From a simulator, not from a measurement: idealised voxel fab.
Process module heading - voxel capacitor over wiring
Section cut is 165 nm wide and gridded with 5 nm square cells.
Cross-section layout: square cells on a grid; listed as bands, top to bottom; a band spans one or more cell rows.
Heads up on the band format: heights come first, top then bottom, in nm. After that it's the materials left to right, each with its width in nm. A single material flagged "throughout" fills the whole band edge to edge, and "empty" means there's empty space there.
Note: height 0 marks the level under which the wafer is uniformly one material as received. Lowest band unbounded below, written "0..down".
Per-row width for "30->40": begins at first number (top row of band), ends at second number (bottom row), increment between rows held constant.
Reading "nothing altered" for a step: not a cell of the cross-section changed in it.
Empty spaces counting at least 8 cells and having no open way to the top are listed in "Closed voids list". The notation width x height at distance is used for each, the distance being from the left edge and all three values in nm.
after a step's settings: what the simulator itself notes on the step
"overlay nm" on a masked step: distance the mask lay right of its planned place, negative for left.
# This section lists the process steps that were planned
- 1: RECEIVE,material Si
- 2: CONFORMAL_DEP,material SiO2,thk nm 10
- 3: DIRECTIONAL_DEP,material TiN,thk nm 5
- 4: DIRECTIONAL_DEP,material Ru,thk nm 25
- 5: DIRECTIONAL_DEP,material aC,thk nm 15
- 6: PATTERN,tone cover,mask id METAL_1,material resist,width nm 20,pitch nm 75,thk nm 35,overlay nm 0
- 7: DIRECTIONAL_ETCH,etch materials aC,depth nm 15
- 8: STRIP,etch materials resist
- 9: DIRECTIONAL_ETCH,etch materials Ru,depth nm 25
- 10: DIRECTIONAL_ETCH,etch materials TiN,depth nm 5
- 11: STRIP,etch materials aC
- 12: FILL_DEP,material SiO2,thk nm 10
- 13: CMP,height nm 40
- 14: CONFORMAL_DEP,material SiCN,thk nm 5
- 15: DIRECTIONAL_DEP,material SiO2,thk nm 20
- 16: DIRECTIONAL_DEP,material aC,thk nm 15
- 17: PATTERN,tone open,mask id PLUG_1,material resist,width nm 15,thk nm 30,overlay nm 0
- 18: DIRECTIONAL_ETCH,etch materials aC,depth nm 15
- 19: STRIP,etch materials resist
- 20: DIRECTIONAL_ETCH,etch materials SiO2,depth nm 20
- 21: DIRECTIONAL_ETCH,etch materials SiCN,depth nm 5
- 22: STRIP,etch materials aC
- 23: EPI,material Ru,thk nm 10
- 24: EPI,material Ru,thk nm 10
- 25: EPI,material Ru,thk nm 5
- 26: DIRECTIONAL_DEP,material TiN,thk nm 5
- 27: DIRECTIONAL_DEP,material HfO2,thk nm 5
- 28: DIRECTIONAL_DEP,material TiN,thk nm 10
- 29: MASKED_ETCH,tone cover,mask id UPPER_PLATE,width nm 60,etch materials TiN,depth nm 10,overlay nm 0
- 30: MASKED_ETCH,tone cover,mask id UPPER_PLATE,width nm 60,etch materials HfO2,depth nm 5,overlay nm 0
- 31: MASKED_ETCH,tone cover,mask id LOWER_PLATE,width nm 70,etch materials TiN,depth nm 5,overlay nm 0
- 32: FILL_DEP,material SiO2,thk nm 20
- 33: CMP,height nm 100
- 34: MASKED_ETCH,tone open,mask id PLUG_2,width nm 15,etch materials SiO2,depth nm 15,overlay nm 0
- 35: CONFORMAL_DEP,material TiN,thk nm 5
- 36: FILL_DEP,material Cu,thk nm 10
- 37: CMP,height nm 100
- 38: CONFORMAL_DEP,material SiN,thk nm 5
# as received, after step 1
- 0..down  Si throughout
- Closed voids list: none
# Same starting wafer, same plan as above, one mistake in the execution; this is the cross-section at the end of the module
- 115..100  SiN throughout
- 100..90  SiO2 (50), then TiN (5), then Cu (5), then TiN (5), then SiO2 (100)
- 90..85  SiO2 (50), then TiN (15), then SiO2 (100)
- 85..75  SiO2 (40), then TiN (60), then SiO2 (65)
- 75..70  SiO2 (40), then HfO2 (60), then SiO2 (65)
- 70..65  SiO2 (35), then TiN (70), then SiO2 (60)
- 65..45  SiO2 (40), then Ru (15), then SiO2 (110)
- 45..40  SiCN (40), then Ru (15), then SiCN (110)
- 40..15  SiO2 (35), then Ru (20), then SiO2 (55), then Ru (20), then SiO2 (35)
- 15..10  SiO2 (35), then TiN (20), then SiO2 (55), then TiN (20), then SiO2 (35)
- 10..0  SiO2 throughout
- 0..down  Si throughout
- Closed voids list: none
Against the plan, the run slipped here: step 38, actual vs plan mismatch, actual run CONFORMAL_DEP,material SiN,thk nm 15
